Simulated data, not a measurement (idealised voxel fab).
Documented hereafter: the process module known as voxel spacer lines.
Xsec cut, 275 nm wide, square cell size 5 nm.
Bands, listed from the top down, are how a cross-section gets written in this document; the cross-section itself is a grid of square cells, and a band is one or more rows of them.
What a band's entry tells you: where the top is and where the bottom is, as heights in nm, and after that what lies inside, material by material from left to right, each with its width in nm. Empty space is written as the word "air", and a single material marked with the word "throughout" occupies the band from edge to edge.
We count height from 0. Below that, the starting wafer is all one material. The lowest band never ends at the bottom but goes on down; see "0 down" for how that is written.
Read "30->40" as a graded width: first number on top, second number at the bottom, same change between each pair of neighbouring rows.
When a step is marked "remained the same", none of the cells in the cross-section changed during that step.
For the entry "Enclosed empty spaces", the listed items are empty spaces with no open way to the top whose size is 8 cells or more; each item follows the pattern width x height at distance, where distance is from the left edge and all three are in nm.
That trailing text on a step's line, after the settings, is the simulator's own remark on the step.
You can add "overlay nm" to a step's line. For a step with a mask, it describes how far the mask lay to the right of its planned position, and a negative number describes a lay to the left.

Process steps (planned):
1 RECEIVE,material Si
2 CONFORMAL_DEP,material Al2O3,thk nm 5
3 DIRECTIONAL_DEP,material SiN,thk nm 10
4 DIRECTIONAL_DEP,material aC,thk nm 20
5 PATTERN,tone cover,mask id MANDREL,material resist,width nm 15,pitch nm 60,thk nm 30,overlay nm 0
6 DIRECTIONAL_ETCH,etch materials aC,depth nm 20
7 STRIP,etch materials resist
8 CONFORMAL_DEP,material SiO2,thk nm 15
9 DIRECTIONAL_ETCH,etch materials SiO2,depth nm 15
10 STRIP,etch materials aC
11 DIRECTIONAL_ETCH,etch materials SiN,depth nm 10
12 STRIP,etch materials SiO2
13 FILL_DEP,material lowk,thk nm 5
14 CMP,height nm 15

Cross-section of the incoming wafer, state after step 1:
    0 down | Si throughout
    Enclosed empty spaces: none

Cross-sectional image of the first of two wafers at the end of the module, the run having proceeded as planned:
    15 to 5 | lowk: 55 | SiN: 15 | lowk: 15 | SiN: 15 | lowk: 15 | SiN: 15 | lowk: 15 | SiN: 15 | lowk: 15 | SiN: 15 | lowk: 15 | SiN: 15 | lowk: 55
    5 to 0 | Al2O3 throughout
    0 down | Si throughout
    Enclosed empty spaces: none

Here is the second of the two wafers cut open at the end of the module - same start, same plan as the first one, but we made one mistake running it:
    15 to 10 | Al2O3 throughout
    10 to 0 | SiN throughout
    0 down | Si throughout
    Enclosed empty spaces: none
Where did the run depart from the plan? steps 2 and 3 traded places in the executed sequence
Counted in cells at the end, the second wafer holds more or fewer of these materials than the first: SiN: 74 more | lowk: 74 fewer
